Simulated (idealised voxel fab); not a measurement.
This section sets out a process module, namely voxel self aligned vias.
The width of the displayed cross-section, cut, is 210 nm; its cells are square, with a size of 5 nm.
Just so we're on the same page, the cross-sections are grids of square cells, and they're listed out in bands top to bottom, each band one or more rows deep. Band: top and bottom heights (nm) first, top before bottom; then materials from left to right, widths in nm. "full width" marks a sole material filling the band edge to edge. "blank" denotes empty space. Below 0: as-received wafer, all one material; heights counted from there. Lowest band: no bottom, goes on down, written "0 nm and below". A width such as "30->40" changes by the same amount from each row of cells to the next, from the band's top row to its bottom row. "nothing altered" for a step: no cell of the cross-section changed in that step. Each empty space that has no open way to the top and spans at least 8 cells appears under "Closed empty spaces" as width x height at distance, the distance counted from the left edge, all in nm. Heads up: the bit after the settings on a step's line is the simulator's remark on that step. A step line may carry the setting "overlay nm", which, for steps involving a mask, states the distance by which the mask lay to the right of its intended position; negative values denote displacement to the left.

THE FOLLOWING LIST GIVES THE PLANNED PROCESS STEPS
1 RECEIVE with material Si
2 CONFORMAL_DEP with material SiO2, thk nm 10
3 CONFORMAL_DEP with material SiCN, thk nm 5
4 DIRECTIONAL_DEP with material SiO2, thk nm 30
5 MASKED_ETCH with tone open, mask id LINES, width nm 20, pitch nm 60, etch materials SiO2, depth nm 30, overlay nm 0
6 CONFORMAL_DEP with material TiN, thk nm 5
7 FILL_DEP with material W, thk nm 5
8 CMP with height nm 45
9 SELECTIVE_ETCH with etch materials W Ru TiN, depth nm 5
10 FILL_DEP with material SiN, thk nm 10
11 CMP with height nm 45
12 DIRECTIONAL_DEP with material SiO2, thk nm 15
13 PATTERN with tone open, mask id VIAS, material resist, width nm 30, thk nm 20, overlay nm 0
14 DIRECTIONAL_ETCH with etch materials SiO2, depth nm 15
15 DIRECTIONAL_ETCH with etch materials SiN, depth nm 5
16 STRIP with etch materials resist
17 CONFORMAL_DEP with material TiN, thk nm 5
18 FILL_DEP with material Ru, thk nm 5
19 CMP with height nm 60
20 CONFORMAL_DEP with material SiN, thk nm 5

AS RECEIVED, AFTER STEP 1
    0 nm and below  Si full width
    Closed empty spaces: none

THIS IS HOW THE WAFER LOOKS IN CROSS-SECTION ONCE THE MODULE IS DONE, GIVEN THE STARTING STATE AND PLAN ABOVE AND ONE MISTAKE IN CARRYING THE PLAN OUT
    65 nm to 60 nm  SiN full width
    60 nm to 50 nm  SiO2 60 nm, TiN 5 nm, Ru 20 nm, TiN 5 nm, SiO2 120 nm
    50 nm to 45 nm  SiO2 60 nm, TiN 15 nm, Ru 5 nm, TiN 10 nm, SiO2 120 nm
    45 nm to 40 nm  SiO2 70 nm, TiN 15 nm, SiO2 45 nm, SiN 15 nm, SiO2 65 nm
    40 nm to 20 nm  SiO2 70 nm, TiN 5 nm, W 5 nm, TiN 5 nm, SiO2 45 nm, TiN 5 nm, W 5 nm, TiN 5 nm, SiO2 65 nm
    20 nm to 15 nm  SiO2 70 nm, TiN 15 nm, SiO2 45 nm, TiN 15 nm, SiO2 65 nm
    15 nm to 10 nm  SiCN full width
    10 nm to 0 nm  SiO2 full width
    0 nm and below  Si full width
    Closed empty spaces: none
Short version of what went wrong: step 5 changed vs plan, executed as MASKED_ETCH with tone open, mask id LINES, width nm 15, pitch nm 60, etch materials SiO2, depth nm 30, overlay nm 0
